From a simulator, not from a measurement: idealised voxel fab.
The process module that follows is named voxel local oxidation.
Displayed cross-section: cut, width of 140 nm, square cells sized 5 nm.
We lay out every cross-section as a grid of square cells and spell it out in bands from the top down, where one band means one or more rows of cells.
In this notation a band is specified by the heights of its top and bottom, in that order and in nm, after which its materials appear from left to right, each paired with its width in nm. The word "edge to edge" attached to a single material means that material fills the band from edge to edge; the word "empty" stands for empty space.
Heights are expressed relative to 0, this being the level below which the as-received wafer comprises one material exclusively. The lowest band is unbounded in the downward direction and is denoted as in "0 nm and below".
The notation "30->40" denotes a width that varies across the rows of cells in the band, beginning at the first number in the top row, finishing at the second number in the bottom row, and changing by an identical amount from each row to the next.
"no alteration" for a step: no cell of the cross-section changed in that step.
Empty spaces without an open route to the top, at least 8 cells in extent, make up the entry "Unvented cavities"; each is given as width x height at distance, where the distance is measured from the left edge, and all are in nm.
Whatever follows a step's settings on its line is a remark the simulator itself makes about that step.
overlay nm: for a step with a mask, the amount by which the mask lay right of where it was planned; a negative amount means left of it.
PLAN
| 1 | RECEIVE, material Si |
| 2 | OXIDIZE, depth nm 5 |
| 3 | CONFORMAL_DEP, material SiN, thk nm 10 |
| 4 | PATTERN, tone cover, mask id ACTIVE, material resist, width nm 95, thk nm 15, overlay nm 0 |
| 5 | DIRECTIONAL_ETCH, etch materials SiN, depth nm 10 |
| 6 | STRIP, etch materials resist |
| 7 | SELECTIVE_ETCH, etch materials SiO2, depth nm 5 |
| 8 | OXIDIZE, depth nm 10 |
| 9 | STRIP, etch materials SiN |
THE FOLLOWING PERTAINS TO THE FIRST OF TWO WAFERS, WHICH WAS PROCESSED AS PLANNED
STEP 1 COMPLETE: CROSS-SECTION OF THE WAFER AS RECEIVED
  0 nm and below  Si edge to edge
  Unvented cavities: none
AFTER STEP 2: WAFER CROSS-SECTION
  0 nm to -5 nm  SiO2 edge to edge
  Under -5: no change, same as before.
AFTER STEP 3: WAFER CROSS-SECTION
  10 nm to 0 nm  SiN edge to edge
  Under 0: no change, same as before.
AFTER STEP 4: WAFER CROSS-SECTION
  25 nm to 10 nm  20 nm empty, then 95 nm resist, then 25 nm empty
  Under 10: no change, same as before.
AFTER STEP 5: WAFER CROSS-SECTION
  25 nm to 10 nm  20 nm empty, then 95 nm resist, then 25 nm empty
  10 nm to 0 nm  20 nm empty, then 95 nm SiN, then 25 nm empty
  Under 0: no change, same as before.
AFTER STEP 6: WAFER CROSS-SECTION
  10 nm to 0 nm  20 nm empty, then 95 nm SiN, then 25 nm empty
  Under 0: no change, same as before.
AFTER STEP 7: WAFER CROSS-SECTION
  10 nm to 0 nm  20 nm empty, then 95 nm SiN, then 25 nm empty
  0 nm to -5 nm  25 nm empty, then 85 nm SiO2, then 30 nm empty
  Under -5: no change, same as before.
AFTER STEP 8: WAFER CROSS-SECTION
  10 nm to 0 nm  20 nm empty, then 95 nm SiN, then 25 nm empty
  0 nm to -5 nm  25 nm empty, then 85 nm SiO2, then 30 nm empty
  -5 nm to -15 nm  35 nm SiO2, then 65 nm Si, then 40 nm SiO2
  Under -15: no change, same as before.
AFTER STEP 9: WAFER CROSS-SECTION
  0 nm to -5 nm  25 nm empty, then 85 nm SiO2, then 30 nm empty
  Under -5: no change, same as before.
SECOND WAFER, SAME STARTING STATE AND PLAN AS THE FIRST, ONE MISTAKE IN THE RUN, IDENTICAL THROUGH STEP 7
SECOND WAFER: CROSS-SECTION AT THE SCHEDULED END OF STEP 8
  10 nm to 0 nm  20 nm empty, then 95 nm SiN, then 25 nm empty
  0 nm to -5 nm  25 nm empty, then 85 nm SiO2, then 30 nm empty
  -5 nm to -20 nm  40 nm SiO2, then 55 nm Si, then 45 nm SiO2
  Under -20: no change, same as before.
SECOND WAFER: CROSS-SECTION AT THE SCHEDULED END OF STEP 9
  0 nm to -5 nm  25 nm empty, then 85 nm SiO2, then 30 nm empty
  Under -5: no change, same as before.
Against the plan, the run slipped here: step 8 was not run as planned; what actually ran was OXIDIZE, depth nm 15
The final cell counts differ between the wafers, with the second having more or fewer of some materials than the first: -21 Si; +21 SiO2
